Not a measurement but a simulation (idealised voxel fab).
Process module heading - voxel wiring stack
It is cross-section cut that appears here, measuring 245 nm in width, its square cells being 5 nm in size.
Heads up, the way a cross-section reads in here is a grid of square cells, handed over as bands from the top down, with every band being one or more rows of cells.
Basically the band line says how high the top is and how high the bottom is, in nm, and then what's in it from left to right, every material with its width in nm. Empty space shows up as "empty", and if a single material carries "all across" it runs the full band edge to edge.
Below 0: as-received wafer, all one material; heights counted from there. Lowest band: no bottom, goes on down, written "0 down".
A width such as "30->40" changes by the same amount from each row of cells to the next, from the band's top row to its bottom row.
A step reported as "no alterations made" is a step in which no cell of the cross-section changed.
This entry, "Enclosed void entries", enumerates those empty regions of no fewer than 8 cells that possess no open connection to the top. Each region is reported in the form width x height at distance, the distance being taken from the left edge, with all three quantities expressed in nm.
It should be noted that, on the line of a given step, the content following the step's settings is a remark produced by the simulator itself with respect to that step.
overlay nm, on a step with a mask: how far to the right of its planned place the mask lay; to the left if negative
INTENDED PROCESS STEPS
- 1: RECEIVE,material Si
- 2: CONFORMAL_DEP,material SiO2,thk nm 10
- 3: DIRECTIONAL_DEP,material TiN,thk nm 5
- 4: DIRECTIONAL_DEP,material Ru,thk nm 15
- 5: MASKED_ETCH,tone cover,mask id METAL_1,width nm 20,pitch nm 50,etch materials Ru,depth nm 15,overlay nm 0
- 6: MASKED_ETCH,tone cover,mask id METAL_1,width nm 20,pitch nm 50,etch materials TiN,depth nm 5,overlay nm 0
- 7: CONFORMAL_DEP,material SiN,thk nm 5
- 8: FILL_DEP,material SiO2,thk nm 5
- 9: CMP,height nm 30
- 10: CONFORMAL_DEP,material SiCN,thk nm 5
- 11: DIRECTIONAL_DEP,material lowk,thk nm 25
- 12: DIRECTIONAL_DEP,material aC,thk nm 10
- 13: PATTERN,tone open,mask id METAL_2_HOLES,material resist,width nm 15,pitch nm 100,thk nm 30,overlay nm 0
- 14: DIRECTIONAL_ETCH,etch materials aC,depth nm 10
- 15: STRIP,etch materials resist
- 16: DIRECTIONAL_ETCH,etch materials lowk,depth nm 25
- 17: STRIP,etch materials aC
- 18: PATTERN,tone open,mask id METAL_2,material resist,width nm 20,pitch nm 50,thk nm 15,overlay nm 0
- 19: DIRECTIONAL_ETCH,etch materials lowk,depth nm 15
- 20: DIRECTIONAL_ETCH,etch materials SiCN,depth nm 5
- 21: STRIP,etch materials resist
- 22: CONFORMAL_DEP,material TiN,thk nm 5
- 23: FILL_DEP,material Cu,thk nm 10
- 24: CMP,height nm 60
- 25: CONFORMAL_DEP,material SiCN,thk nm 5
CONCERNING THE FIRST OF TWO WAFERS, WHICH WAS RUN IN ACCORDANCE WITH THE PLAN
CROSS-SECTION OF THE INCOMING WAFER, STATE AFTER STEP 1
	0 down  Si all across
	Enclosed void entries: none
THE WAFER, SEEN IN CROSS-SECTION, AFTER STEP 2
	10 to 0  SiO2 all across
	Rest of section, below 0: as before.
THE WAFER, SEEN IN CROSS-SECTION, AFTER STEP 3
	15 to 10  TiN all across
	Rest of section, below 10: as before.
THE WAFER, SEEN IN CROSS-SECTION, AFTER STEP 4
	30 to 15  Ru all across
	Rest of section, below 15: as before.
THE WAFER, SEEN IN CROSS-SECTION, AFTER STEP 5
	30 to 15  35 empty  20 Ru  30 empty  20 Ru  30 empty  20 Ru  30 empty  20 Ru  40 empty
	Rest of section, below 15: as before.
THE WAFER, SEEN IN CROSS-SECTION, AFTER STEP 6
	30 to 15  35 empty  20 Ru  30 empty  20 Ru  30 empty  20 Ru  30 empty  20 Ru  40 empty
	15 to 10  35 empty  20 TiN  30 empty  20 TiN  30 empty  20 TiN  30 empty  20 TiN  40 empty
	Rest of section, below 10: as before.
THE WAFER, SEEN IN CROSS-SECTION, AFTER STEP 7
	35 to 30  30 empty  30 SiN  20 empty  30 SiN  20 empty  30 SiN  20 empty  30 SiN  35 empty
	30 to 15  30 empty  5 SiN  20 Ru  5 SiN  20 empty  5 SiN  20 Ru  5 SiN  20 empty  5 SiN  20 Ru  5 SiN  20 empty  5 SiN  20 Ru  5 SiN  35 empty
	15 to 10  35 SiN  20 TiN  30 SiN  20 TiN  30 SiN  20 TiN  30 SiN  20 TiN  40 SiN
	Rest of section, below 10: as before.
THE WAFER, SEEN IN CROSS-SECTION, AFTER STEP 8
	40 to 35  SiO2 all across
	35 to 30  30 SiO2  30 SiN  20 SiO2  30 SiN  20 SiO2  30 SiN  20 SiO2  30 SiN  35 SiO2
	30 to 15  30 SiO2  5 SiN  20 Ru  5 SiN  20 SiO2  5 SiN  20 Ru  5 SiN  20 SiO2  5 SiN  20 Ru  5 SiN  20 SiO2  5 SiN  20 Ru  5 SiN  35 SiO2
	Rest of section, below 15: as before.
THE WAFER, SEEN IN CROSS-SECTION, AFTER STEP 9
	30 to 15  30 SiO2  5 SiN  20 Ru  5 SiN  20 SiO2  5 SiN  20 Ru  5 SiN  20 SiO2  5 SiN  20 Ru  5 SiN  20 SiO2  5 SiN  20 Ru  5 SiN  35 SiO2
	Rest of section, below 15: as before.
THE WAFER, SEEN IN CROSS-SECTION, AFTER STEP 10
	35 to 30  SiCN all across
	Rest of section, below 30: as before.
THE WAFER, SEEN IN CROSS-SECTION, AFTER STEP 11
	60 to 35  lowk all across
	Rest of section, below 35: as before.
THE WAFER, SEEN IN CROSS-SECTION, AFTER STEP 12
	70 to 60  aC all across
	Rest of section, below 60: as before.
THE WAFER, SEEN IN CROSS-SECTION, AFTER STEP 13
	100 to 70  35 resist  15 empty  85 resist  15 empty  95 resist
	Rest of section, below 70: as before.
THE WAFER, SEEN IN CROSS-SECTION, AFTER STEP 14
	90 to 70  35 resist  15 empty  85 resist  15 empty  95 resist
	70 to 60  35 aC  15 empty  85 aC  15 empty  95 aC
	Rest of section, below 60: as before.
THE WAFER, SEEN IN CROSS-SECTION, AFTER STEP 15
	70 to 60  35 aC  15 empty  85 aC  15 empty  95 aC
	Rest of section, below 60: as before.
THE WAFER, SEEN IN CROSS-SECTION, AFTER STEP 16
	70 to 60  35 aC  15 empty  85 aC  15 empty  95 aC
	60 to 35  35 lowk  15 empty  85 lowk  15 empty  95 lowk
	Rest of section, below 35: as before.
THE WAFER, SEEN IN CROSS-SECTION, AFTER STEP 17
	60 to 35  35 lowk  15 empty  85 lowk  15 empty  95 lowk
	Rest of section, below 35: as before.
THE WAFER, SEEN IN CROSS-SECTION, AFTER STEP 18
	75 to 60  35 resist  20 empty  30 resist  20 empty  30 resist  20 empty  30 resist  20 empty  40 resist
	Rest of section, below 60: as before.
THE WAFER, SEEN IN CROSS-SECTION, AFTER STEP 19
	75 to 60  35 resist  20 empty  30 resist  20 empty  30 resist  20 empty  30 resist  20 empty  40 resist
	60 to 45  35 lowk  20 empty  30 lowk  20 empty  30 lowk  20 empty  30 lowk  20 empty  40 lowk
	Rest of section, below 45: as before.
THE WAFER, SEEN IN CROSS-SECTION, AFTER STEP 20
	75 to 60  35 resist  20 empty  30 resist  20 empty  30 resist  20 empty  30 resist  20 empty  40 resist
	60 to 45  35 lowk  20 empty  30 lowk  20 empty  30 lowk  20 empty  30 lowk  20 empty  40 lowk
	45 to 35  35 lowk  15 empty  85 lowk  15 empty  95 lowk
	35 to 30  35 SiCN  15 empty  85 SiCN  15 empty  95 SiCN
	Rest of section, below 30: as before.
THE WAFER, SEEN IN CROSS-SECTION, AFTER STEP 21
	60 to 45  35 lowk  20 empty  30 lowk  20 empty  30 lowk  20 empty  30 lowk  20 empty  40 lowk
	Rest of section, below 45: as before.
THE WAFER, SEEN IN CROSS-SECTION, AFTER STEP 22
	65 to 60  40 TiN  10 empty  40 TiN  10 empty  40 TiN  10 empty  40 TiN  10 empty  45 TiN
	60 to 50  35 lowk  5 TiN  10 empty  5 TiN  30 lowk  5 TiN  10 empty  5 TiN  30 lowk  5 TiN  10 empty  5 TiN  30 lowk  5 TiN  10 empty  5 TiN  40 lowk
	50 to 45  35 lowk  5 TiN  5 empty  10 TiN  30 lowk  20 TiN  30 lowk  5 TiN  5 empty  10 TiN  30 lowk  20 TiN  40 lowk
	45 to 35  35 lowk  5 TiN  5 empty  5 TiN  85 lowk  5 TiN  5 empty  5 TiN  95 lowk
	35 to 30  35 SiCN  15 TiN  85 SiCN  15 TiN  95 SiCN
	Rest of section, below 30: as before.
THE WAFER, SEEN IN CROSS-SECTION, AFTER STEP 23
	75 to 65  Cu all across
	65 to 60  40 TiN  10 Cu  40 TiN  10 Cu  40 TiN  10 Cu  40 TiN  10 Cu  45 TiN
	60 to 50  35 lowk  5 TiN  10 Cu  5 TiN  30 lowk  5 TiN  10 Cu  5 TiN  30 lowk  5 TiN  10 Cu  5 TiN  30 lowk  5 TiN  10 Cu  5 TiN  40 lowk
	50 to 45  35 lowk  5 TiN  5 Cu  10 TiN  30 lowk  20 TiN  30 lowk  5 TiN  5 Cu  10 TiN  30 lowk  20 TiN  40 lowk
	45 to 35  35 lowk  5 TiN  5 Cu  5 TiN  85 lowk  5 TiN  5 Cu  5 TiN  95 lowk
	Rest of section, below 35: as before.
THE WAFER, SEEN IN CROSS-SECTION, AFTER STEP 24
	60 to 50  35 lowk  5 TiN  10 Cu  5 TiN  30 lowk  5 TiN  10 Cu  5 TiN  30 lowk  5 TiN  10 Cu  5 TiN  30 lowk  5 TiN  10 Cu  5 TiN  40 lowk
	Rest of section, below 50: as before.
THE WAFER, SEEN IN CROSS-SECTION, AFTER STEP 25
	65 to 60  SiCN all across
	Rest of section, below 60: as before.
THE SECOND WAFER: COMMON ORIGIN AND PLAN, ONE MISTAKE IN EXECUTION, IDENTICAL TO THE FIRST THROUGH STEP 7
CROSS-SECTION OF THE SECOND WAFER AT THE TIME BY WHICH STEP 8 SHOULD HAVE BEEN COMPLETED ACCORDING TO THE PLAN
	40 to 35  aC all across
	35 to 30  30 aC  30 SiN  20 aC  30 SiN  20 aC  30 SiN  20 aC  30 SiN  35 aC
	30 to 15  30 aC  5 SiN  20 Ru  5 SiN  20 aC  5 SiN  20 Ru  5 SiN  20 aC  5 SiN  20 Ru  5 SiN  20 aC  5 SiN  20 Ru  5 SiN  35 aC
	Rest of section, below 15: as before.
CROSS-SECTION OF THE SECOND WAFER AT THE TIME BY WHICH STEP 9 SHOULD HAVE BEEN COMPLETED ACCORDING TO THE PLAN
	30 to 15  30 aC  5 SiN  20 Ru  5 SiN  20 aC  5 SiN  20 Ru  5 SiN  20 aC  5 SiN  20 Ru  5 SiN  20 aC  5 SiN  20 Ru  5 SiN  35 aC
	Rest of section, below 15: as before.
CROSS-SECTION OF THE SECOND WAFER AT THE TIME BY WHICH STEP 10 SHOULD HAVE BEEN COMPLETED ACCORDING TO THE PLAN
	35 to 30  SiCN all across
	Rest of section, below 30: as before.
CROSS-SECTION OF THE SECOND WAFER AT THE TIME BY WHICH STEP 11 SHOULD HAVE BEEN COMPLETED ACCORDING TO THE PLAN
	60 to 35  lowk all across
	Rest of section, below 35: as before.
CROSS-SECTION OF THE SECOND WAFER AT THE TIME BY WHICH STEP 12 SHOULD HAVE BEEN COMPLETED ACCORDING TO THE PLAN
	70 to 60  aC all across
	Rest of section, below 60: as before.
CROSS-SECTION OF THE SECOND WAFER AT THE TIME BY WHICH STEP 13 SHOULD HAVE BEEN COMPLETED ACCORDING TO THE PLAN
	100 to 70  35 resist  15 empty  85 resist  15 empty  95 resist
	Rest of section, below 70: as before.
CROSS-SECTION OF THE SECOND WAFER AT THE TIME BY WHICH STEP 14 SHOULD HAVE BEEN COMPLETED ACCORDING TO THE PLAN
	90 to 70  35 resist  15 empty  85 resist  15 empty  95 resist
	70 to 60  35 aC  15 empty  85 aC  15 empty  95 aC
	Rest of section, below 60: as before.
CROSS-SECTION OF THE SECOND WAFER AT THE TIME BY WHICH STEP 15 SHOULD HAVE BEEN COMPLETED ACCORDING TO THE PLAN
	70 to 60  35 aC  15 empty  85 aC  15 empty  95 aC
	Rest of section, below 60: as before.
CROSS-SECTION OF THE SECOND WAFER AT THE TIME BY WHICH STEP 16 SHOULD HAVE BEEN COMPLETED ACCORDING TO THE PLAN
	70 to 60  35 aC  15 empty  85 aC  15 empty  95 aC
	60 to 35  35 lowk  15 empty  85 lowk  15 empty  95 lowk
	Rest of section, below 35: as before.
CROSS-SECTION OF THE SECOND WAFER AT THE TIME BY WHICH STEP 17 SHOULD HAVE BEEN COMPLETED ACCORDING TO THE PLAN
	60 to 35  35 lowk  15 empty  85 lowk  15 empty  95 lowk
	Rest of section, below 35: as before.
CROSS-SECTION OF THE SECOND WAFER AT THE TIME BY WHICH STEP 18 SHOULD HAVE BEEN COMPLETED ACCORDING TO THE PLAN
	75 to 60  35 resist  20 empty  30 resist  20 empty  30 resist  20 empty  30 resist  20 empty  40 resist
	Rest of section, below 60: as before.
CROSS-SECTION OF THE SECOND WAFER AT THE TIME BY WHICH STEP 19 SHOULD HAVE BEEN COMPLETED ACCORDING TO THE PLAN
	75 to 60  35 resist  20 empty  30 resist  20 empty  30 resist  20 empty  30 resist  20 empty  40 resist
	60 to 45  35 lowk  20 empty  30 lowk  20 empty  30 lowk  20 empty  30 lowk  20 empty  40 lowk
	Rest of section, below 45: as before.
CROSS-SECTION OF THE SECOND WAFER AT THE TIME BY WHICH STEP 20 SHOULD HAVE BEEN COMPLETED ACCORDING TO THE PLAN
	75 to 60  35 resist  20 empty  30 resist  20 empty  30 resist  20 empty  30 resist  20 empty  40 resist
	60 to 45  35 lowk  20 empty  30 lowk  20 empty  30 lowk  20 empty  30 lowk  20 empty  40 lowk
	45 to 35  35 lowk  15 empty  85 lowk  15 empty  95 lowk
	35 to 30  35 SiCN  15 empty  85 SiCN  15 empty  95 SiCN
	Rest of section, below 30: as before.
CROSS-SECTION OF THE SECOND WAFER AT THE TIME BY WHICH STEP 21 SHOULD HAVE BEEN COMPLETED ACCORDING TO THE PLAN
	60 to 45  35 lowk  20 empty  30 lowk  20 empty  30 lowk  20 empty  30 lowk  20 empty  40 lowk
	Rest of section, below 45: as before.
CROSS-SECTION OF THE SECOND WAFER AT THE TIME BY WHICH STEP 22 SHOULD HAVE BEEN COMPLETED ACCORDING TO THE PLAN
	65 to 60  40 TiN  10 empty  40 TiN  10 empty  40 TiN  10 empty  40 TiN  10 empty  45 TiN
	60 to 50  35 lowk  5 TiN  10 empty  5 TiN  30 lowk  5 TiN  10 empty  5 TiN  30 lowk  5 TiN  10 empty  5 TiN  30 lowk  5 TiN  10 empty  5 TiN  40 lowk
	50 to 45  35 lowk  5 TiN  5 empty  10 TiN  30 lowk  20 TiN  30 lowk  5 TiN  5 empty  10 TiN  30 lowk  20 TiN  40 lowk
	45 to 35  35 lowk  5 TiN  5 empty  5 TiN  85 lowk  5 TiN  5 empty  5 TiN  95 lowk
	35 to 30  35 SiCN  15 TiN  85 SiCN  15 TiN  95 SiCN
	Rest of section, below 30: as before.
CROSS-SECTION OF THE SECOND WAFER AT THE TIME BY WHICH STEP 23 SHOULD HAVE BEEN COMPLETED ACCORDING TO THE PLAN
	75 to 65  Cu all across
	65 to 60  40 TiN  10 Cu  40 TiN  10 Cu  40 TiN  10 Cu  40 TiN  10 Cu  45 TiN
	60 to 50  35 lowk  5 TiN  10 Cu  5 TiN  30 lowk  5 TiN  10 Cu  5 TiN  30 lowk  5 TiN  10 Cu  5 TiN  30 lowk  5 TiN  10 Cu  5 TiN  40 lowk
	50 to 45  35 lowk  5 TiN  5 Cu  10 TiN  30 lowk  20 TiN  30 lowk  5 TiN  5 Cu  10 TiN  30 lowk  20 TiN  40 lowk
	45 to 35  35 lowk  5 TiN  5 Cu  5 TiN  85 lowk  5 TiN  5 Cu  5 TiN  95 lowk
	Rest of section, below 35: as before.
CROSS-SECTION OF THE SECOND WAFER AT THE TIME BY WHICH STEP 24 SHOULD HAVE BEEN COMPLETED ACCORDING TO THE PLAN
	60 to 50  35 lowk  5 TiN  10 Cu  5 TiN  30 lowk  5 TiN  10 Cu  5 TiN  30 lowk  5 TiN  10 Cu  5 TiN  30 lowk  5 TiN  10 Cu  5 TiN  40 lowk
	Rest of section, below 50: as before.
CROSS-SECTION OF THE SECOND WAFER AT THE TIME BY WHICH STEP 25 SHOULD HAVE BEEN COMPLETED ACCORDING TO THE PLAN
	65 to 60  SiCN all across
	Rest of section, below 60: as before.
Want to know what went wrong? step 8 deviated from plan and actually ran as FILL_DEP,material aC,thk nm 5
Looking at both finished wafers in cells, the second ends up ahead of or behind the first on some materials: 75 fewer of SiO2; 75 more of aC
